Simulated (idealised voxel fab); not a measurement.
process module | voxel capacitor over wiring
cross-section cut | 255 nm wide | cells 5 nm
A cross-section is a grid of square cells, given in bands from the top down. A band is one or more rows of cells.
Each band's line starts with the height of the band's top and of its bottom, in nm. Then come its materials from left to right, each with its width in nm. One material with "throughout" fills the band from edge to edge. "air" is empty space.
Height 0 is the level under which the wafer as received is all one material. The lowest band goes on downwards, as in "0 down".
A width such as "30 to 40" changes by the same amount from each row of cells to the next, from the band's top row to its bottom row.
"no change" after a step means that no cell of the cross-section changed.
closed voids: empty space of 8 cells or more with no open way to the top, each as width x height at its distance from the left edge, in nm
after a step's settings: what the simulator itself notes on the step
overlay nm, on a step with a mask: how far to the right of its planned place the mask lay; to the left if negative
plan
1 op RECEIVE | material Si
2 op CONFORMAL_DEP | material SiO2 | thk nm 10
3 op CONFORMAL_DEP | material SiCN | thk nm 5
4 op DIRECTIONAL_DEP | material lowk | thk nm 20
5 op DIRECTIONAL_DEP | material aC | thk nm 10
6 op PATTERN | tone open | mask id METAL_1 | material resist | width nm 30 | pitch nm 80 | thk nm 25 | overlay nm 0
7 op DIRECTIONAL_ETCH | etch materials aC | depth nm 10
8 op STRIP | etch materials resist
9 op DIRECTIONAL_ETCH | etch materials lowk | depth nm 20
10 op DIRECTIONAL_ETCH | etch materials SiCN | depth nm 5
11 op STRIP | etch materials aC
12 op CONFORMAL_DEP | material TiN | thk nm 5
13 op FILL_DEP | material Cu | thk nm 5
14 op CMP | height nm 35
15 op CONFORMAL_DEP | material SiCN | thk nm 5
16 op DIRECTIONAL_DEP | material lowk | thk nm 10
17 op MASKED_ETCH | tone open | mask id PLUG_1 | width nm 15 | etch materials lowk | depth nm 10 | overlay nm 0
18 op MASKED_ETCH | tone open | mask id PLUG_1 | width nm 15 | etch materials SiCN | depth nm 5 | overlay nm 0
19 op EPI | material Ru | thk nm 10
20 op EPI | material Ru | thk nm 5
21 op DIRECTIONAL_DEP | material TiN | thk nm 10
22 op DIRECTIONAL_DEP | material Al2O3 | thk nm 5
23 op DIRECTIONAL_DEP | material TiN | thk nm 10
24 op PATTERN | tone cover | mask id UPPER_PLATE | material resist | width nm 55 | thk nm 20 | overlay nm 0
25 op DIRECTIONAL_ETCH | etch materials TiN | depth nm 10
26 op DIRECTIONAL_ETCH | etch materials Al2O3 | depth nm 5
27 op STRIP | etch materials resist
28 op MASKED_ETCH | tone cover | mask id LOWER_PLATE | width nm 65 | etch materials TiN | depth nm 10 | overlay nm 0
29 op FILL_DEP | material SiO2 | thk nm 15
30 op CMP | height nm 85
31 op MASKED_ETCH | tone open | mask id PLUG_2 | width nm 15 | etch materials SiO2 | depth nm 10 | overlay nm 0
32 op CONFORMAL_DEP | material TiN | thk nm 5
33 op FILL_DEP | material Ru | thk nm 5
34 op CMP | height nm 85
35 op CONFORMAL_DEP | material SiN | thk nm 5
as received, after step 1
  0 down: Si throughout
  closed voids: none
first wafer at the end, as planned
  90 to 85: SiN throughout
  85 to 80: SiO2 95 | TiN 5 | Ru 5 | TiN 5 | SiO2 145
  80 to 75: SiO2 95 | TiN 15 | SiO2 145
  75 to 65: SiO2 85 | TiN 55 | SiO2 115
  65 to 60: SiO2 85 | Al2O3 55 | SiO2 115
  60 to 50: SiO2 80 | TiN 65 | SiO2 110
  50 to 40: lowk 85 | Ru 15 | lowk 155
  40 to 35: SiCN 85 | Ru 15 | SiCN 155
  35 to 15: lowk 70 | TiN 5 | Cu 20 | TiN 5 | lowk 50 | TiN 5 | Cu 20 | TiN 5 | lowk 75
  15 to 10: SiCN 70 | TiN 30 | SiCN 50 | TiN 30 | SiCN 75
  10 to 0: SiO2 throughout
  0 down: Si throughout
  closed voids: none
second wafer at the end: like start, like plan, one mistake
  90 to 85: SiN throughout
  85 to 80: SiO2 95 | TiN 5 | Ru 5 | TiN 5 | SiO2 145
  80 to 75: SiO2 95 | TiN 15 | SiO2 145
  75 to 65: SiO2 85 | TiN 15 | SiO2 155
  65 to 60: SiO2 85 | Al2O3 15 | TiN 40 | SiO2 115
  60 to 55: SiO2 85 | TiN 55 | SiO2 115
  55 to 50: SiO2 85 | TiN 15 | Al2O3 40 | SiO2 115
  50 to 40: SiO2 80 | TiN 5 | lowk 15 | TiN 45 | SiO2 110
  40 to 35: SiCN throughout
  35 to 15: lowk 70 | TiN 5 | Cu 20 | TiN 5 | lowk 50 | TiN 5 | Cu 20 | TiN 5 | lowk 75
  15 to 10: SiCN 70 | TiN 30 | SiCN 50 | TiN 30 | SiCN 75
  10 to 0: SiO2 throughout
  0 down: Si throughout
  closed voids: none
what went wrong: step 17 ran as: op MASKED_ETCH | tone cover | mask id PLUG_1 | width nm 15 | etch materials lowk | depth nm 10 | overlay nm 0
at the end the second wafer has, in cells: 9 fewer of Ru | 3 more of SiCN | 96 more of SiO2 | 90 fewer of lowk
